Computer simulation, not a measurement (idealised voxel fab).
You're looking at the process module voxel gate over fins.
295 nm wide, 5 nm square cells: that's cross-section cut.
If you're reading a cross-section in this doc, picture square cells in a grid; it comes to you as bands, top ones listed first down to the bottom, and a band can be one or more rows of cells.
Top height, bottom height, nm. Materials left to right, width each, nm. Single material + "all across" = fills band edge to edge. "blank" = empty.
Height is counted from the level 0, under which the received wafer is composed throughout of one material. The lowest of the bands is not closed at the bottom but continues downward, in the notation "0 and below".
A two-number width, for instance "30..40", indicates that the width is equal to the first number in the top row of the band and to the second number in the bottom row, and that it changes by a constant amount per row of cells.
It should be understood that the words "no modifications", when stated for a given step, signify that the cross-section underwent no change in any of its cells during that step.
"Closed void listing" specifies each empty space that is not open to the top and that occupies no fewer than 8 cells, using the form width x height at distance, the distance measured from the left edge and all three quantities in nm.
That trailing text on a step's line, after the settings, is the simulator's own remark on the step.
When a step includes a mask, the "overlay nm" setting on its line states how far to the right of its planned place that mask lay, and negative values state how far to the left.

# Process steps - plan
1,RECEIVE (material Si)
2,CONFORMAL_DEP (material SiN; thk nm 10)
3,DIRECTIONAL_DEP (material aC; thk nm 15)
4,PATTERN (tone cover; mask id FINS; material resist; width nm 15; pitch nm 35; thk nm 35; overlay nm 0)
5,DIRECTIONAL_ETCH (etch materials aC; depth nm 15)
6,STRIP (etch materials resist)
7,DIRECTIONAL_ETCH (etch materials SiN; depth nm 10)
8,DIRECTIONAL_ETCH (etch materials Si; depth nm 40)
9,STRIP (etch materials aC)
10,FILL_DEP (material SiO2; thk nm 10)
11,CMP (height nm 10)
12,SELECTIVE_ETCH (etch materials SiO2; depth nm 20)
13,STRIP (etch materials SiN)
14,CONFORMAL_DEP (material HfO2; thk nm 5)
15,CONFORMAL_DEP (material TiN; thk nm 5)
16,CONFORMAL_DEP (material TiAl; thk nm 5)
17,CONFORMAL_DEP (material TiN; thk nm 5)
18,FILL_DEP (material W; thk nm 15)
19,CMP (height nm 20)
20,CONFORMAL_DEP (material SiCN; thk nm 5)
Same starting wafers, different height nm at step 19. Plan value belongs to the first wafer.

# First of several wafers, received after step 1, in cross-section
    0 and below: Si all across
    Closed void listing: none

# First of several wafers in cross-section at module end, following the final step, step 20
    25 down to 20: SiCN all across
    20 down to 15: 100 of W / 90 of TiN / 105 of W
    15 down to 10: 100 of W / 5 of TiN / 80 of TiAl / 5 of TiN / 105 of W
    10 down to 5: 105 of TiN / 5 of TiAl / 70 of TiN / 5 of TiAl / 110 of TiN
    5 down to 0: 110 of TiAl / 5 of TiN / 25 of HfO2 / 10 of TiN / 25 of HfO2 / 5 of TiN / 115 of TiAl
    0 down to -5: 115 of TiN / 5 of HfO2 / 15 of Si / 5 of HfO2 / 10 of TiN / 5 of HfO2 / 15 of Si / 5 of HfO2 / 120 of TiN
    -5 down to -10: 120 of HfO2 / 15 of Si / 20 of HfO2 / 15 of Si / 125 of HfO2
    -10 down to -40: 120 of SiO2 / 15 of Si / 20 of SiO2 / 15 of Si / 125 of SiO2
    -40 and below: Si all across
    Closed void listing: none

# The last wafer as seen in cross-section at the end of the module
    40 down to 35: SiCN all across
    35 down to 20: W all across
    20 down to 15: 100 of W / 90 of TiN / 105 of W
    15 down to 10: 100 of W / 5 of TiN / 80 of TiAl / 5 of TiN / 105 of W
    10 down to 5: 105 of TiN / 5 of TiAl / 70 of TiN / 5 of TiAl / 110 of TiN
    5 down to 0: 110 of TiAl / 5 of TiN / 25 of HfO2 / 10 of TiN / 25 of HfO2 / 5 of TiN / 115 of TiAl
    0 down to -5: 115 of TiN / 5 of HfO2 / 15 of Si / 5 of HfO2 / 10 of TiN / 5 of HfO2 / 15 of Si / 5 of HfO2 / 120 of TiN
    -5 down to -10: 120 of HfO2 / 15 of Si / 20 of HfO2 / 15 of Si / 125 of HfO2
    -10 down to -40: 120 of SiO2 / 15 of Si / 20 of SiO2 / 15 of Si / 125 of SiO2
    -40 and below: Si all across
    Closed void listing: none

# Wafer rows, end of module: cells per material gained (+) or lost (-) since receipt; closed voids last
height nm 20 | +67 HfO2 | -424 Si | +59 SiCN | +318 SiO2 | +63 TiAl | +130 TiN | +82 W | Closed void listing: none
height nm 25 | +67 HfO2 | -424 Si | +59 SiCN | +318 SiO2 | +63 TiAl | +130 TiN | +141 W | Closed void listing: none
height nm 30 | +67 HfO2 | -424 Si | +59 SiCN | +318 SiO2 | +63 TiAl | +130 TiN | +200 W | Closed void listing: none
height nm 35 | +67 HfO2 | -424 Si | +59 SiCN | +318 SiO2 | +63 TiAl | +130 TiN | +259 W | Closed void listing: none
